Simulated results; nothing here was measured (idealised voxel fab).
process module | voxel ribs on slabs
cross-section cut | 165 nm wide | cells 5 nm
A cross-section is a grid of square cells, given in bands from the top down. A band is one or more rows of cells.
Each band's line starts with the height of the band's top and of its bottom, in nm. Then come its materials from left to right, each with its width in nm. One material with "throughout" fills the band from edge to edge. "air" is empty space.
Height 0 is the level under which the wafer as received is all one material. The lowest band goes on downwards, as in "0 down".
A width such as "30 to 40" changes by the same amount from each row of cells to the next, from the band's top row to its bottom row.
"no change" after a step means that no cell of the cross-section changed.
closed voids: empty space of 8 cells or more with no open way to the top, each as width x height at its distance from the left edge, in nm
after a step's settings: what the simulator itself notes on the step
overlay nm, on a step with a mask: how far to the right of its planned place the mask lay; to the left if negative
plan
1 op RECEIVE | material Si
2 op DIRECTIONAL_DEP | material SiO2 | thk nm 30
3 op DIRECTIONAL_DEP | material SiN | thk nm 15
4 op DIRECTIONAL_DEP | material aC | thk nm 10
5 op PATTERN | tone cover | mask id RIB | material resist | width nm 25 | thk nm 25 | overlay nm 0
6 op DIRECTIONAL_ETCH | etch materials aC | depth nm 10
7 op STRIP | etch materials resist
8 op DIRECTIONAL_ETCH | etch materials SiN | depth nm 10
9 op STRIP | etch materials aC
10 op MASKED_ETCH | tone cover | mask id SLAB | width nm 55 | etch materials SiN | depth nm 5 | overlay nm 0
11 op FILL_DEP | material SiO2 | thk nm 25
12 op CMP | height nm 65
13 op DIRECTIONAL_DEP | material TiN | thk nm 5
14 op DIRECTIONAL_DEP | material aC | thk nm 10
15 op PATTERN | tone cover | mask id HEATER | material resist | width nm 35 | thk nm 30 | overlay nm 0
16 op DIRECTIONAL_ETCH | etch materials aC | depth nm 10
17 op STRIP | etch materials resist
18 op DIRECTIONAL_ETCH | etch materials TiN | depth nm 5
19 op STRIP | etch materials aC
20 op CONFORMAL_DEP | material SiO2 | thk nm 10
as received, after step 1
  0 down: Si throughout
  closed voids: none
first wafer at the end, as planned
  80 to 75: air 55 | SiO2 55 | air 55
  75 to 70: SiO2 throughout
  70 to 65: SiO2 65 | TiN 35 | SiO2 65
  65 to 45: SiO2 throughout
  45 to 35: SiO2 70 | SiN 25 | SiO2 70
  35 to 30: SiO2 55 | SiN 55 | SiO2 55
  30 to 0: SiO2 throughout
  0 down: Si throughout
  closed voids: none
second wafer at the end: like start, like plan, one mistake
  80 to 75: air 55 | SiO2 55 | air 55
  75 to 70: SiO2 throughout
  70 to 65: SiO2 65 | TiN 35 | SiO2 65
  65 to 45: SiO2 throughout
  45 to 40: SiO2 55 | SiN 15 | SiO2 25 | SiN 15 | SiO2 55
  40 to 35: SiN 70 | SiO2 25 | SiN 70
  35 to 30: SiN throughout
  30 to 0: SiO2 throughout
  0 down: Si throughout
  closed voids: none
what went wrong: step 5 ran as: op PATTERN | tone open | mask id RIB | material resist | width nm 25 | thk nm 25 | overlay nm 0
at the end the second wafer has, in cells: 46 more of SiN | 46 fewer of SiO2
